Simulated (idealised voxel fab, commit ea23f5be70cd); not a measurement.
The name of this process module is voxel wiring stack.
Pictured: cross-section cut, 250 nm wide, on a grid of 5 nm square cells.
This document writes a cross-section as a grid whose cells are square, and gives it as bands, listed from the top down; one or more rows of cells form a band. First you get the band's top height and its bottom height, in nm, and then the materials it's made of, left to right, with each width in nm. If you see a single material with "full width", that one covers the band edge to edge. "air" is empty space. Height datum 0, below which the as-received substrate wafer is one material. Lowest band open at the bottom, running downward: "0 and below". Per-row width for "30 to 40": begins at first number (top row of band), ends at second number (bottom row), increment between rows held constant. Given "remains unaltered" for a step, no cell of the cross-section differs between before and after that step. "Enclosed cavity list" - sealed voids, min. 8 cells, no opening to top; format: width x height at distance (distance from left edge; nm throughout). after a step's settings: what the simulator itself notes on the step. overlay nm: on a step with a mask, how far right of its planned place the mask lay; negative means left.
[Planned step list for the process]
1. RECEIVE,material Si
2. CONFORMAL_DEP,material SiO2,thk nm 10
3. CONFORMAL_DEP,material SiCN,thk nm 5
4. DIRECTIONAL_DEP,material lowk,thk nm 15
5. DIRECTIONAL_DEP,material aC,thk nm 15
6. PATTERN,tone open,mask id METAL_1,material resist,width nm 15,pitch nm 40,thk nm 35,overlay nm 0
7. DIRECTIONAL_ETCH,etch materials aC,depth nm 15
8. STRIP,etch materials resist
9. DIRECTIONAL_ETCH,etch materials lowk,depth nm 15
10. DIRECTIONAL_ETCH,etch materials SiCN,depth nm 5
11. STRIP,etch materials aC
12. CONFORMAL_DEP,material TiN,thk nm 5
13. FILL_DEP,material W,thk nm 5
14. CMP,height nm 30
15. CONFORMAL_DEP,material SiCN,thk nm 5
16. DIRECTIONAL_DEP,material SiO2,thk nm 10
17. DIRECTIONAL_DEP,material aC,thk nm 10
18. PATTERN,tone open,mask id PLUG_1,material resist,width nm 15,pitch nm 40,thk nm 30,overlay nm 0
19. DIRECTIONAL_ETCH,etch materials aC,depth nm 10
20. STRIP,etch materials resist
21. DIRECTIONAL_ETCH,etch materials SiO2,depth nm 10
22. DIRECTIONAL_ETCH,etch materials SiCN,depth nm 5
23. STRIP,etch materials aC
24. CONFORMAL_DEP,material TiN,thk nm 5
25. FILL_DEP,material Cu,thk nm 10
26. CMP,height nm 45
27. CONFORMAL_DEP,material SiCN,thk nm 5
28. DIRECTIONAL_DEP,material SiO2,thk nm 15
29. DIRECTIONAL_DEP,material aC,thk nm 15
30. PATTERN,tone open,mask id METAL_2,material resist,width nm 20,pitch nm 40,thk nm 35,overlay nm 0
31. DIRECTIONAL_ETCH,etch materials aC,depth nm 15
32. STRIP,etch materials resist
33. DIRECTIONAL_ETCH,etch materials SiO2,depth nm 15
34. DIRECTIONAL_ETCH,etch materials SiCN,depth nm 5
35. STRIP,etch materials aC
36. CONFORMAL_DEP,material TiN,thk nm 5
37. FILL_DEP,material Ru,thk nm 5
38. CMP,height nm 65
39. CONFORMAL_DEP,material SiCN,thk nm 5
40. DIRECTIONAL_DEP,material lowk,thk nm 35
41. DIRECTIONAL_DEP,material aC,thk nm 10
42. PATTERN,tone open,mask id METAL_3_HOLES,material resist,width nm 15,pitch nm 40,thk nm 25,overlay nm 0
43. DIRECTIONAL_ETCH,etch materials aC,depth nm 10
44. STRIP,etch materials resist
45. DIRECTIONAL_ETCH,etch materials lowk,depth nm 35
46. STRIP,etch materials aC
47. PATTERN,tone open,mask id METAL_3,material resist,width nm 20,pitch nm 40,thk nm 20,overlay nm 0
48. DIRECTIONAL_ETCH,etch materials lowk,depth nm 20
49. DIRECTIONAL_ETCH,etch materials SiCN,depth nm 5
50. STRIP,etch materials resist
51. CONFORMAL_DEP,material TiN,thk nm 5
52. FILL_DEP,material Cu,thk nm 5
53. CMP,height nm 105
54. CONFORMAL_DEP,material SiN,thk nm 5
For clarity, it should be stated that the wafers under discussion commence in an identical condition and differ with respect to the width nm of step 6, the plan indicating the value that the first wafer had.
[Step 1 complete: as-received cross-section of the first of several wafers]
  0 and below  Si full width
  Enclosed cavity list: none
[Rows = wafers. At module end, each row lists per material the cells gained (+) or lost (-) since the wafer was received, then the closed voids]
width nm 15, +36 Cu, +18 Ru, +161 SiCN, +50 SiN, +296 SiO2, +132 TiN, +9 W, +398 lowk, Enclosed cavity list: none
width nm 20, +36 Cu, +18 Ru, +158 SiCN, +50 SiN, +296 SiO2, +135 TiN, +18 W, +389 lowk, Enclosed cavity list: none
width nm 25, +36 Cu, +18 Ru, +155 SiCN, +50 SiN, +296 SiO2, +138 TiN, +27 W, +380 lowk, Enclosed cavity list: none
